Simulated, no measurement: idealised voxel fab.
Herein follows the process module entitled voxel double patterning.
FYI the section here is cut, 195 nm wide, cells are 5 nm squares.
Each cross-section below is a grid of square cells, stated as bands in top-down order, with one or more rows of cells making up each band. Band entry format. Leading values: height of top, height of bottom, nm. Remainder: materials in left-to-right order, each with its width in nm. Special words: "edge to edge" on a single material, which then fills the band edge to edge; "blank", empty space. A quick word on heights: they are counted from 0, and under that level the wafer as it came to us is one material throughout. The lowest band is different from the rest in having no bottom; it simply continues downward, written as in "0..down". You'd read "30->40" like this: the band's top row of cells is as wide as the first number, its bottom row is as wide as the second, and going down, every row changes width by the same amount as the row before did. "changes: none" for a step: no cell of the cross-section changed in that step. Listed closed voids: empty space of 8 cells or more with no open way to the top, each as width x height at its distance from the left edge, in nm. Past the settings on a step's line: simulator remark, on that step. Steps that use a mask can have "overlay nm" on their line. It says how far the mask sat to the right of where it was meant to be. Negative means to the left.
**Planned process steps**
1: RECEIVE [material Si]
2: CONFORMAL_DEP [material SiO2] [thk nm 5]
3: DIRECTIONAL_DEP [material polySi] [thk nm 20]
4: DIRECTIONAL_DEP [material SiN] [thk nm 5]
5: DIRECTIONAL_DEP [material aC] [thk nm 10]
6: PATTERN [tone open] [mask id FIRST] [material resist] [width nm 15] [pitch nm 50] [thk nm 30] [overlay nm 0]
7: DIRECTIONAL_ETCH [etch materials aC] [depth nm 10]
8: STRIP [etch materials resist]
9: DIRECTIONAL_ETCH [etch materials SiN] [depth nm 5]
10: STRIP [etch materials aC]
11: PATTERN [tone open] [mask id SECOND] [material resist] [width nm 15] [thk nm 20] [overlay nm 0]
12: DIRECTIONAL_ETCH [etch materials SiN] [depth nm 5]
13: STRIP [etch materials resist]
14: DIRECTIONAL_ETCH [etch materials polySi] [depth nm 20]
15: STRIP [etch materials SiN]
**Run as planned: first of two wafers**
**So this is the incoming wafer in cross-section - it's already been through step 1**
    0..down: Si edge to edge
    Listed closed voids: none
**So this is the wafer cross-section right after step 2**
    5..0: SiO2 edge to edge
    Everything under 0 stays put, no change at all.
**So this is the wafer cross-section right after step 3**
    25..5: polySi edge to edge
    Everything under 5 stays put, no change at all.
**So this is the wafer cross-section right after step 4**
    30..25: SiN edge to edge
    Everything under 25 stays put, no change at all.
**So this is the wafer cross-section right after step 5**
    40..30: aC edge to edge
    Everything under 30 stays put, no change at all.
**So this is the wafer cross-section right after step 6**
    70..40: 65 resist  15 blank  35 resist  15 blank  65 resist
    Everything under 40 stays put, no change at all.
**So this is the wafer cross-section right after step 7**
    60..40: 65 resist  15 blank  35 resist  15 blank  65 resist
    40..30: 65 aC  15 blank  35 aC  15 blank  65 aC
    Everything under 30 stays put, no change at all.
**So this is the wafer cross-section right after step 8**
    40..30: 65 aC  15 blank  35 aC  15 blank  65 aC
    Everything under 30 stays put, no change at all.
**So this is the wafer cross-section right after step 9**
    40..30: 65 aC  15 blank  35 aC  15 blank  65 aC
    30..25: 65 SiN  15 blank  35 SiN  15 blank  65 SiN
    Everything under 25 stays put, no change at all.
**So this is the wafer cross-section right after step 10**
    30..25: 65 SiN  15 blank  35 SiN  15 blank  65 SiN
    Everything under 25 stays put, no change at all.
**So this is the wafer cross-section right after step 11**
    50..30: 90 resist  15 blank  90 resist
    30..25: 65 SiN  15 resist  35 SiN  15 resist  65 SiN
    Everything under 25 stays put, no change at all.
**So this is the wafer cross-section right after step 12**
    50..30: 90 resist  15 blank  90 resist
    30..25: 65 SiN  15 resist  10 SiN  15 blank  10 SiN  15 resist  65 SiN
    Everything under 25 stays put, no change at all.
**So this is the wafer cross-section right after step 13**
    30..25: 65 SiN  15 blank  10 SiN  15 blank  10 SiN  15 blank  65 SiN
    Everything under 25 stays put, no change at all.
**So this is the wafer cross-section right after step 14**
    30..25: 65 SiN  15 blank  10 SiN  15 blank  10 SiN  15 blank  65 SiN
    25..5: 65 polySi  15 blank  10 polySi  15 blank  10 polySi  15 blank  65 polySi
    Everything under 5 stays put, no change at all.
**So this is the wafer cross-section right after step 15**
    25..5: 65 polySi  15 blank  10 polySi  15 blank  10 polySi  15 blank  65 polySi
    Everything under 5 stays put, no change at all.
**The remaining wafer, second of the two, started like the first and was run to the same plan, except that one mistake was made along the way; the two coincide through step 1, inclusive**
Look at the second wafer in cross-section at the time step 2 ought to have finished: changes: none
**Look at the second wafer in cross-section at the time step 3 ought to have finished**
    20..0: polySi edge to edge
    Everything under 0 stays put, no change at all.
**Look at the second wafer in cross-section at the time step 4 ought to have finished**
    25..20: SiN edge to edge
    Everything under 20 stays put, no change at all.
**Look at the second wafer in cross-section at the time step 5 ought to have finished**
    35..25: aC edge to edge
    Everything under 25 stays put, no change at all.
**Look at the second wafer in cross-section at the time step 6 ought to have finished**
    65..35: 65 resist  15 blank  35 resist  15 blank  65 resist
    Everything under 35 stays put, no change at all.
**Look at the second wafer in cross-section at the time step 7 ought to have finished**
    55..35: 65 resist  15 blank  35 resist  15 blank  65 resist
    35..25: 65 aC  15 blank  35 aC  15 blank  65 aC
    Everything under 25 stays put, no change at all.
**Look at the second wafer in cross-section at the time step 8 ought to have finished**
    35..25: 65 aC  15 blank  35 aC  15 blank  65 aC
    Everything under 25 stays put, no change at all.
**Look at the second wafer in cross-section at the time step 9 ought to have finished**
    35..25: 65 aC  15 blank  35 aC  15 blank  65 aC
    25..20: 65 SiN  15 blank  35 SiN  15 blank  65 SiN
    Everything under 20 stays put, no change at all.
**Look at the second wafer in cross-section at the time step 10 ought to have finished**
    25..20: 65 SiN  15 blank  35 SiN  15 blank  65 SiN
    Everything under 20 stays put, no change at all.
**Look at the second wafer in cross-section at the time step 11 ought to have finished**
    45..25: 90 resist  15 blank  90 resist
    25..20: 65 SiN  15 resist  35 SiN  15 resist  65 SiN
    Everything under 20 stays put, no change at all.
**Look at the second wafer in cross-section at the time step 12 ought to have finished**
    45..25: 90 resist  15 blank  90 resist
    25..20: 65 SiN  15 resist  10 SiN  15 blank  10 SiN  15 resist  65 SiN
    Everything under 20 stays put, no change at all.
**Look at the second wafer in cross-section at the time step 13 ought to have finished**
    25..20: 65 SiN  15 blank  10 SiN  15 blank  10 SiN  15 blank  65 SiN
    Everything under 20 stays put, no change at all.
**Look at the second wafer in cross-section at the time step 14 ought to have finished**
    25..20: 65 SiN  15 blank  10 SiN  15 blank  10 SiN  15 blank  65 SiN
    20..0: 65 polySi  15 blank  10 polySi  15 blank  10 polySi  15 blank  65 polySi
    Everything under 0 stays put, no change at all.
**Look at the second wafer in cross-section at the time step 15 ought to have finished**
    20..0: 65 polySi  15 blank  10 polySi  15 blank  10 polySi  15 blank  65 polySi
    Everything under 0 stays put, no change at all.
It is concluded that the wafer was processed incorrectly with respect to the plan, in that the plan's step 2 was left out and never carried out
End check, counted in cells, second wafer has more or fewer of these materials than the first: SiO2: 39 fewer
